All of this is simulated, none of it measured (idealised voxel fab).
process module | voxel fin reveal
cross-section cut | 210 nm wide | cells 5 nm
A cross-section is a grid of square cells, given in bands from the top down. A band is one or more rows of cells.
Each band's line starts with the height of the band's top and of its bottom, in nm. Then come its materials from left to right, each with its width in nm. One material with "throughout" fills the band from edge to edge. "air" is empty space.
Height 0 is the level under which the wafer as received is all one material. The lowest band goes on downwards, as in "0 down".
A width such as "30 to 40" changes by the same amount from each row of cells to the next, from the band's top row to its bottom row.
"no change" after a step means that no cell of the cross-section changed.
closed voids: empty space of 8 cells or more with no open way to the top, each as width x height at its distance from the left edge, in nm
after a step's settings: what the simulator itself notes on the step
overlay nm, on a step with a mask: how far to the right of its planned place the mask lay; to the left if negative
Each pair below shows a cross-section before one step and the cross-section after it, down to the lowest band that changed. The line under each pair gives the step between them, with its settings. The pairs can come from different runs of this module on the same starting wafer, so a pair continues from the pair above only where its "before" says so.
before
  0 down: Si throughout
  closed voids: none
after
  10 to 0: SiN throughout
  below 0: unchanged
  closed voids: none
the step between: op CONFORMAL_DEP | material SiN | thk nm 10
before: the cross-section after the pair above
after
  30 to 10: air 55 | resist 15 | air 25 | resist 15 | air 25 | resist 15 | air 60
  below 10: unchanged
  closed voids: none
the step between: op PATTERN | tone cover | mask id FINS | material resist | width nm 15 | pitch nm 40 | thk nm 20 | overlay nm 0
before: the cross-section after the pair above
after
  30 to 10: air 55 | resist 15 | air 25 | resist 15 | air 25 | resist 15 | air 60
  10 to 0: air 55 | SiN 15 | air 25 | SiN 15 | air 25 | SiN 15 | air 60
  below 0: unchanged
  closed voids: none
the step between: op DIRECTIONAL_ETCH | etch materials SiN | depth nm 10
before: the cross-section after the pair above
after
  30 to 10: air 55 | resist 15 | air 25 | resist 15 | air 25 | resist 15 | air 60
  10 to 0: air 55 | SiN 15 | air 25 | SiN 15 | air 25 | SiN 15 | air 60
  0 to -40: air 55 | Si 15 | air 25 | Si 15 | air 25 | Si 15 | air 60
  below -40: unchanged
  closed voids: none
the step between: op DIRECTIONAL_ETCH | etch materials Si | depth nm 40
before: the cross-section after the pair above
after
  10 to 0: air 55 | SiN 15 | air 25 | SiN 15 | air 25 | SiN 15 | air 60
  below 0: unchanged
  closed voids: none
the step between: op STRIP | etch materials resist
before: the cross-section after the pair above
after
  10 to 0: air 55 | SiN 15 | air 25 | SiN 15 | air 25 | SiN 15 | air 60
  0 to -40: air 55 | SiO2 5 | Si 5 | SiO2 5 | air 25 | SiO2 5 | Si 5 | SiO2 5 | air 25 | SiO2 5 | Si 5 | SiO2 5 | air 60
  -40 to -45: SiO2 60 | Si 5 | SiO2 35 | Si 5 | SiO2 35 | Si 5 | SiO2 65
  below -45: unchanged
  closed voids: none
the step between: op OXIDIZE | depth nm 5
before: the cross-section after the pair above
after
  15 to 10: SiO2 throughout
  10 to 0: SiO2 55 | SiN 15 | SiO2 25 | SiN 15 | SiO2 25 | SiN 15 | SiO2 60
  0 to -45: SiO2 60 | Si 5 | SiO2 35 | Si 5 | SiO2 35 | Si 5 | SiO2 65
  below -45: unchanged
  closed voids: none
the step between: op FILL_DEP | material SiO2 | thk nm 5
before: the cross-section after the pair above
after
  10 to 0: SiO2 55 | SiN 15 | SiO2 25 | SiN 15 | SiO2 25 | SiN 15 | SiO2 60
  below 0: unchanged
  closed voids: none
the step between: op CMP | height nm 10
before: the cross-section after the pair above
after
  10 to 0: air 55 | SiN 15 | air 25 | SiN 15 | air 25 | SiN 15 | air 60
  0 to -10: air 60 | Si 5 | air 35 | Si 5 | air 35 | Si 5 | air 65
  below -10: unchanged
  closed voids: none
the step between: op SELECTIVE_ETCH | etch materials SiO2 | depth nm 20
before: the cross-section after the pair above
after
  0 to -10: air 60 | Si 5 | air 35 | Si 5 | air 35 | Si 5 | air 65
  below -10: unchanged
  closed voids: none
the step between: op STRIP | etch materials SiN
before: the cross-section after the pair above
after
  5 to 0: air 55 | HfO2 15 | air 25 | HfO2 15 | air 25 | HfO2 15 | air 60
  0 to -5: air 55 | HfO2 5 | Si 5 | HfO2 5 | air 25 | HfO2 5 | Si 5 | HfO2 5 | air 25 | HfO2 5 | Si 5 | HfO2 5 | air 60
  -5 to -10: HfO2 60 | Si 5 | HfO2 35 | Si 5 | HfO2 35 | Si 5 | HfO2 65
  below -10: unchanged
  closed voids: none
the step between: op CONFORMAL_DEP | material HfO2 | thk nm 5
before
  30 to 10: air 55 | resist 15 | air 25 | resist 15 | air 25 | resist 15 | air 60
  10 to 0: air 55 | SiN 15 | air 25 | SiN 15 | air 25 | SiN 15 | air 60
  0 to -40: air 55 | Si 15 | air 25 | Si 15 | air 25 | Si 15 | air 60
  -40 down: Si throughout
  closed voids: none
after
  30 to 10: air 55 | resist 15 | air 25 | resist 15 | air 25 | resist 15 | air 60
  10 to 0: air 55 | SiN 15 | air 25 | SiN 15 | air 25 | SiN 15 | air 60
  0 to -80: air 55 | Si 15 | air 25 | Si 15 | air 25 | Si 15 | air 60
  below -80: unchanged
  closed voids: none
the step between: op DIRECTIONAL_ETCH | etch materials Si | depth nm 40
before: the cross-section after the pair above
after
  10 to 0: air 55 | SiN 15 | air 25 | SiN 15 | air 25 | SiN 15 | air 60
  below 0: unchanged
  closed voids: none
the step between: op STRIP | etch materials resist
before: the cross-section after the pair above
after
  10 to 0: air 55 | SiN 15 | air 25 | SiN 15 | air 25 | SiN 15 | air 60
  0 to -80: air 55 | SiO2 5 | Si 5 | SiO2 5 | air 25 | SiO2 5 | Si 5 | SiO2 5 | air 25 | SiO2 5 | Si 5 | SiO2 5 | air 60
  -80 to -85: SiO2 60 | Si 5 | SiO2 35 | Si 5 | SiO2 35 | Si 5 | SiO2 65
  below -85: unchanged
  closed voids: none
the step between: op OXIDIZE | depth nm 5
before: the cross-section after the pair above
after
  15 to 10: SiO2 throughout
  10 to 0: SiO2 55 | SiN 15 | SiO2 25 | SiN 15 | SiO2 25 | SiN 15 | SiO2 60
  0 to -85: SiO2 60 | Si 5 | SiO2 35 | Si 5 | SiO2 35 | Si 5 | SiO2 65
  below -85: unchanged
  closed voids: none
the step between: op FILL_DEP | material SiO2 | thk nm 5
before: the cross-section after the pair above
after
  10 to 0: SiO2 55 | SiN 15 | SiO2 25 | SiN 15 | SiO2 25 | SiN 15 | SiO2 60
  below 0: unchanged
  closed voids: none
the step between: op CMP | height nm 10
before: the cross-section after the pair above
after
  10 to 0: air 55 | SiN 15 | air 25 | SiN 15 | air 25 | SiN 15 | air 60
  0 to -10: air 60 | Si 5 | air 35 | Si 5 | air 35 | Si 5 | air 65
  below -10: unchanged
  closed voids: none
the step between: op SELECTIVE_ETCH | etch materials SiO2 | depth nm 20
before: the cross-section after the pair above
after
  0 to -10: air 60 | Si 5 | air 35 | Si 5 | air 35 | Si 5 | air 65
  below -10: unchanged
  closed voids: none
the step between: op STRIP | etch materials SiN
before: the cross-section after the pair above
after
  5 to 0: air 55 | HfO2 15 | air 25 | HfO2 15 | air 25 | HfO2 15 | air 60
  0 to -5: air 55 | HfO2 5 | Si 5 | HfO2 5 | air 25 | HfO2 5 | Si 5 | HfO2 5 | air 25 | HfO2 5 | Si 5 | HfO2 5 | air 60
  -5 to -10: HfO2 60 | Si 5 | HfO2 35 | Si 5 | HfO2 35 | Si 5 | HfO2 65
  below -10: unchanged
  closed voids: none
the step between: op CONFORMAL_DEP | material HfO2 | thk nm 5
before
  10 to 0: SiO2 55 | SiN 15 | SiO2 25 | SiN 15 | SiO2 25 | SiN 15 | SiO2 60
  0 to -45: SiO2 60 | Si 5 | SiO2 35 | Si 5 | SiO2 35 | Si 5 | SiO2 65
  -45 down: Si throughout
  closed voids: none
after
  10 to 0: SiO2 55 | air 15 | SiO2 25 | air 15 | SiO2 25 | air 15 | SiO2 60
  below 0: unchanged
  closed voids: none
the step between: op STRIP | etch materials SiN
before: the cross-section after the pair above
after
  0 to -10: air 60 | Si 5 | air 35 | Si 5 | air 35 | Si 5 | air 65
  -10 to -20: SiO2 35 | air 25 | Si 5 | air 35 | Si 5 | air 35 | Si 5 | air 25 | SiO2 40
  below -20: unchanged
  closed voids: none
the step between: op SELECTIVE_ETCH | etch materials SiO2 | depth nm 20
before: the cross-section after the pair above
after
  5 to 0: air 55 | HfO2 15 | air 25 | HfO2 15 | air 25 | HfO2 15 | air 60
  0 to -5: air 55 | HfO2 5 | Si 5 | HfO2 5 | air 25 | HfO2 5 | Si 5 | HfO2 5 | air 25 | HfO2 5 | Si 5 | HfO2 5 | air 60
  -5 to -10: HfO2 40 | air 15 | HfO2 5 | Si 5 | HfO2 5 | air 25 | HfO2 5 | Si 5 | HfO2 5 | air 25 | HfO2 5 | Si 5 | HfO2 5 | air 15 | HfO2 45
  -10 to -15: SiO2 35 | HfO2 5 | air 15 | HfO2 5 | Si 5 | HfO2 5 | air 25 | HfO2 5 | Si 5 | HfO2 5 | air 25 | HfO2 5 | Si 5 | HfO2 5 | air 15 | HfO2 5 | SiO2 40
  -15 to -20: SiO2 35 | HfO2 25 | Si 5 | HfO2 35 | Si 5 | HfO2 35 | Si 5 | HfO2 25 | SiO2 40
  below -20: unchanged
  closed voids: none
the step between: op CONFORMAL_DEP | material HfO2 | thk nm 5
before
  10 to 0: SiO2 55 | SiN 15 | SiO2 25 | SiN 15 | SiO2 25 | SiN 15 | SiO2 60
  0 to -45: SiO2 60 | Si 5 | SiO2 35 | Si 5 | SiO2 35 | Si 5 | SiO2 65
  -45 down: Si throughout
  closed voids: none
after
  10 to 0: air 55 | SiN 15 | air 25 | SiN 15 | air 25 | SiN 15 | air 60
  below 0: unchanged
  closed voids: none
the step between: op SELECTIVE_ETCH | etch materials SiO2 | depth nm 10
before: the cross-section after the pair above
after
  0 to -45: SiO2 60 | Si 5 | SiO2 35 | Si 5 | SiO2 35 | Si 5 | SiO2 65
  below -45: unchanged
  closed voids: none
the step between: op STRIP | etch materials SiN
before: the cross-section after the pair above
after
  5 to 0: HfO2 throughout
  below 0: unchanged
  closed voids: none
the step between: op CONFORMAL_DEP | material HfO2 | thk nm 5
before
  10 to 0: SiN throughout
  0 down: Si throughout
  closed voids: none
after
  30 to 10: air 55 | resist 20 | air 20 | resist 20 | air 20 | resist 20 | air 55
  below 10: unchanged
  closed voids: none
the step between: op PATTERN | tone cover | mask id FINS | material resist | width nm 20 | pitch nm 40 | thk nm 20 | overlay nm 0
before: the cross-section after the pair above
after
  30 to 10: air 55 | resist 20 | air 20 | resist 20 | air 20 | resist 20 | air 55
  10 to 0: air 55 | SiN 20 | air 20 | SiN 20 | air 20 | SiN 20 | air 55
  below 0: unchanged
  closed voids: none
the step between: op DIRECTIONAL_ETCH | etch materials SiN | depth nm 10
before: the cross-section after the pair above
after
  30 to 10: air 55 | resist 20 | air 20 | resist 20 | air 20 | resist 20 | air 55
  10 to 0: air 55 | SiN 20 | air 20 | SiN 20 | air 20 | SiN 20 | air 55
  0 to -40: air 55 | Si 20 | air 20 | Si 20 | air 20 | Si 20 | air 55
  below -40: unchanged
  closed voids: none
the step between: op DIRECTIONAL_ETCH | etch materials Si | depth nm 40
before: the cross-section after the pair above
after
  10 to 0: air 55 | SiN 20 | air 20 | SiN 20 | air 20 | SiN 20 | air 55
  below 0: unchanged
  closed voids: none
the step between: op STRIP | etch materials resist
before: the cross-section after the pair above
after
  10 to 0: air 55 | SiN 20 | air 20 | SiN 20 | air 20 | SiN 20 | air 55
  0 to -40: air 55 | SiO2 5 | Si 10 | SiO2 5 | air 20 | SiO2 5 | Si 10 | SiO2 5 | air 20 | SiO2 5 | Si 10 | SiO2 5 | air 55
  -40 to -45: SiO2 60 | Si 10 | SiO2 30 | Si 10 | SiO2 30 | Si 10 | SiO2 60
  below -45: unchanged
  closed voids: none
the step between: op OXIDIZE | depth nm 5
before: the cross-section after the pair above
after
  15 to 10: SiO2 throughout
  10 to 0: SiO2 55 | SiN 20 | SiO2 20 | SiN 20 | SiO2 20 | SiN 20 | SiO2 55
  0 to -45: SiO2 60 | Si 10 | SiO2 30 | Si 10 | SiO2 30 | Si 10 | SiO2 60
  below -45: unchanged
  closed voids: none
the step between: op FILL_DEP | material SiO2 | thk nm 5
before: the cross-section after the pair above
after
  10 to 0: SiO2 55 | SiN 20 | SiO2 20 | SiN 20 | SiO2 20 | SiN 20 | SiO2 55
  below 0: unchanged
  closed voids: none
the step between: op CMP | height nm 10
before: the cross-section after the pair above
after
  10 to 0: air 55 | SiN 20 | air 20 | SiN 20 | air 20 | SiN 20 | air 55
  0 to -10: air 60 | Si 10 | air 30 | Si 10 | air 30 | Si 10 | air 60
  below -10: unchanged
  closed voids: none
the step between: op SELECTIVE_ETCH | etch materials SiO2 | depth nm 20
before: the cross-section after the pair above
after
  0 to -10: air 60 | Si 10 | air 30 | Si 10 | air 30 | Si 10 | air 60
  below -10: unchanged
  closed voids: none
the step between: op STRIP | etch materials SiN
before: the cross-section after the pair above
after
  5 to 0: air 55 | HfO2 20 | air 20 | HfO2 20 | air 20 | HfO2 20 | air 55
  0 to -5: air 55 | HfO2 5 | Si 10 | HfO2 5 | air 20 | HfO2 5 | Si 10 | HfO2 5 | air 20 | HfO2 5 | Si 10 | HfO2 5 | air 55
  -5 to -10: HfO2 60 | Si 10 | HfO2 30 | Si 10 | HfO2 30 | Si 10 | HfO2 60
  below -10: unchanged
  closed voids: none
the step between: op CONFORMAL_DEP | material HfO2 | thk nm 5
before
  10 to 0: SiN throughout
  0 down: Si throughout
  closed voids: none
after
  30 to 10: air 60 | resist 15 | air 25 | resist 15 | air 25 | resist 15 | air 55
  below 10: unchanged
  closed voids: none
the step between: op PATTERN | tone cover | mask id FINS | material resist | width nm 15 | pitch nm 40 | thk nm 20 | overlay nm 5
before: the cross-section after the pair above
after
  30 to 10: air 60 | resist 15 | air 25 | resist 15 | air 25 | resist 15 | air 55
  10 to 0: air 60 | SiN 15 | air 25 | SiN 15 | air 25 | SiN 15 | air 55
  below 0: unchanged
  closed voids: none
the step between: op DIRECTIONAL_ETCH | etch materials SiN | depth nm 10
before: the cross-section after the pair above
after
  30 to 10: air 60 | resist 15 | air 25 | resist 15 | air 25 | resist 15 | air 55
  10 to 0: air 60 | SiN 15 | air 25 | SiN 15 | air 25 | SiN 15 | air 55
  0 to -40: air 60 | Si 15 | air 25 | Si 15 | air 25 | Si 15 | air 55
  below -40: unchanged
  closed voids: none
the step between: op DIRECTIONAL_ETCH | etch materials Si | depth nm 40
before: the cross-section after the pair above
after
  10 to 0: air 60 | SiN 15 | air 25 | SiN 15 | air 25 | SiN 15 | air 55
  below 0: unchanged
  closed voids: none
the step between: op STRIP | etch materials resist
before: the cross-section after the pair above
after
  10 to 0: air 60 | SiN 15 | air 25 | SiN 15 | air 25 | SiN 15 | air 55
  0 to -40: air 60 | SiO2 5 | Si 5 | SiO2 5 | air 25 | SiO2 5 | Si 5 | SiO2 5 | air 25 | SiO2 5 | Si 5 | SiO2 5 | air 55
  -40 to -45: SiO2 65 | Si 5 | SiO2 35 | Si 5 | SiO2 35 | Si 5 | SiO2 60
  below -45: unchanged
  closed voids: none
the step between: op OXIDIZE | depth nm 5
before: the cross-section after the pair above
after
  15 to 10: SiO2 throughout
  10 to 0: SiO2 60 | SiN 15 | SiO2 25 | SiN 15 | SiO2 25 | SiN 15 | SiO2 55
  0 to -45: SiO2 65 | Si 5 | SiO2 35 | Si 5 | SiO2 35 | Si 5 | SiO2 60
  below -45: unchanged
  closed voids: none
the step between: op FILL_DEP | material SiO2 | thk nm 5
before: the cross-section after the pair above
after
  10 to 0: SiO2 60 | SiN 15 | SiO2 25 | SiN 15 | SiO2 25 | SiN 15 | SiO2 55
  below 0: unchanged
  closed voids: none
the step between: op CMP | height nm 10
before: the cross-section after the pair above
after
  10 to 0: air 60 | SiN 15 | air 25 | SiN 15 | air 25 | SiN 15 | air 55
  0 to -10: air 65 | Si 5 | air 35 | Si 5 | air 35 | Si 5 | air 60
  below -10: unchanged
  closed voids: none
the step between: op SELECTIVE_ETCH | etch materials SiO2 | depth nm 20
before: the cross-section after the pair above
after
  0 to -10: air 65 | Si 5 | air 35 | Si 5 | air 35 | Si 5 | air 60
  below -10: unchanged
  closed voids: none
the step between: op STRIP | etch materials SiN
before: the cross-section after the pair above
after
  5 to 0: air 60 | HfO2 15 | air 25 | HfO2 15 | air 25 | HfO2 15 | air 55
  0 to -5: air 60 | HfO2 5 | Si 5 | HfO2 5 | air 25 | HfO2 5 | Si 5 | HfO2 5 | air 25 | HfO2 5 | Si 5 | HfO2 5 | air 55
  -5 to -10: HfO2 65 | Si 5 | HfO2 35 | Si 5 | HfO2 35 | Si 5 | HfO2 60
  below -10: unchanged
  closed voids: none
the step between: op CONFORMAL_DEP | material HfO2 | thk nm 5
before
  10 to 0: air 55 | SiN 15 | air 25 | SiN 15 | air 25 | SiN 15 | air 60
  0 to -10: air 60 | Si 5 | air 35 | Si 5 | air 35 | Si 5 | air 65
  -10 to -45: SiO2 60 | Si 5 | SiO2 35 | Si 5 | SiO2 35 | Si 5 | SiO2 65
  -45 down: Si throughout
  closed voids: none
after
  10 to 0: air 55 | SiN 15 | air 25 | SiN 15 | air 25 | SiN 15 | air 60
  0 to -45: air 60 | Si 5 | air 35 | Si 5 | air 35 | Si 5 | air 65
  below -45: unchanged
  closed voids: none
the step between: op STRIP | etch materials SiO2
before: the cross-section after the pair above
after
  15 to 10: air 50 | HfO2 25 | air 15 | HfO2 25 | air 15 | HfO2 25 | air 55
  10 to 0: air 50 | HfO2 5 | SiN 15 | HfO2 5 | air 15 | HfO2 5 | SiN 15 | HfO2 5 | air 15 | HfO2 5 | SiN 15 | HfO2 5 | air 55
  0 to -5: air 50 | HfO2 10 | Si 5 | HfO2 10 | air 15 | HfO2 10 | Si 5 | HfO2 10 | air 15 | HfO2 10 | Si 5 | HfO2 10 | air 55
  -5 to -40: air 55 | HfO2 5 | Si 5 | HfO2 5 | air 25 | HfO2 5 | Si 5 | HfO2 5 | air 25 | HfO2 5 | Si 5 | HfO2 5 | air 60
  -40 to -45: HfO2 60 | Si 5 | HfO2 35 | Si 5 | HfO2 35 | Si 5 | HfO2 65
  below -45: unchanged
  closed voids: none
the step between: op CONFORMAL_DEP | material HfO2 | thk nm 5
before
  10 to 0: SiN throughout
  0 down: Si throughout
  closed voids: none
after
  30 to 10: resist 55 | air 15 | resist 25 | air 15 | resist 25 | air 15 | resist 60
  below 10: unchanged
  closed voids: none
the step between: op PATTERN | tone open | mask id FINS | material resist | width nm 15 | pitch nm 40 | thk nm 20 | overlay nm 0
before: the cross-section after the pair above
after
  30 to 10: resist 55 | air 15 | resist 25 | air 15 | resist 25 | air 15 | resist 60
  10 to 0: SiN 55 | air 15 | SiN 25 | air 15 | SiN 25 | air 15 | SiN 60
  below 0: unchanged
  closed voids: none
the step between: op DIRECTIONAL_ETCH | etch materials SiN | depth nm 10
before: the cross-section after the pair above
after
  30 to 10: resist 55 | air 15 | resist 25 | air 15 | resist 25 | air 15 | resist 60
  10 to 0: SiN 55 | air 15 | SiN 25 | air 15 | SiN 25 | air 15 | SiN 60
  0 to -40: Si 55 | air 15 | Si 25 | air 15 | Si 25 | air 15 | Si 60
  below -40: unchanged
  closed voids: none
the step between: op DIRECTIONAL_ETCH | etch materials Si | depth nm 40
before: the cross-section after the pair above
after
  10 to 0: SiN 55 | air 15 | SiN 25 | air 15 | SiN 25 | air 15 | SiN 60
  below 0: unchanged
  closed voids: none
the step between: op STRIP | etch materials resist
before: the cross-section after the pair above
after
  10 to 0: SiN 55 | air 15 | SiN 25 | air 15 | SiN 25 | air 15 | SiN 60
  0 to -40: Si 50 | SiO2 5 | air 15 | SiO2 5 | Si 15 | SiO2 5 | air 15 | SiO2 5 | Si 15 | SiO2 5 | air 15 | SiO2 5 | Si 55
  -40 to -45: Si 50 | SiO2 25 | Si 15 | SiO2 25 | Si 15 | SiO2 25 | Si 55
  below -45: unchanged
  closed voids: none
the step between: op OXIDIZE | depth nm 5
before: the cross-section after the pair above
after
  15 to 10: SiO2 throughout
  10 to 0: SiN 55 | SiO2 15 | SiN 25 | SiO2 15 | SiN 25 | SiO2 15 | SiN 60
  0 to -45: Si 50 | SiO2 25 | Si 15 | SiO2 25 | Si 15 | SiO2 25 | Si 55
  below -45: unchanged
  closed voids: none
the step between: op FILL_DEP | material SiO2 | thk nm 5
before: the cross-section after the pair above
after
  10 to 0: SiN 55 | SiO2 15 | SiN 25 | SiO2 15 | SiN 25 | SiO2 15 | SiN 60
  below 0: unchanged
  closed voids: none
the step between: op CMP | height nm 10
before: the cross-section after the pair above
after
  10 to 0: SiN 55 | air 15 | SiN 25 | air 15 | SiN 25 | air 15 | SiN 60
  0 to -10: Si 50 | air 25 | Si 15 | air 25 | Si 15 | air 25 | Si 55
  below -10: unchanged
  closed voids: none
the step between: op SELECTIVE_ETCH | etch materials SiO2 | depth nm 20
before: the cross-section after the pair above
after
  0 to -10: Si 50 | air 25 | Si 15 | air 25 | Si 15 | air 25 | Si 55
  below -10: unchanged
  closed voids: none
the step between: op STRIP | etch materials SiN
before: the cross-section after the pair above
after
  5 to 0: HfO2 55 | air 15 | HfO2 25 | air 15 | HfO2 25 | air 15 | HfO2 60
  0 to -5: Si 50 | HfO2 5 | air 15 | HfO2 5 | Si 15 | HfO2 5 | air 15 | HfO2 5 | Si 15 | HfO2 5 | air 15 | HfO2 5 | Si 55
  -5 to -10: Si 50 | HfO2 25 | Si 15 | HfO2 25 | Si 15 | HfO2 25 | Si 55
  below -10: unchanged
  closed voids: none
the step between: op CONFORMAL_DEP | material HfO2 | thk nm 5
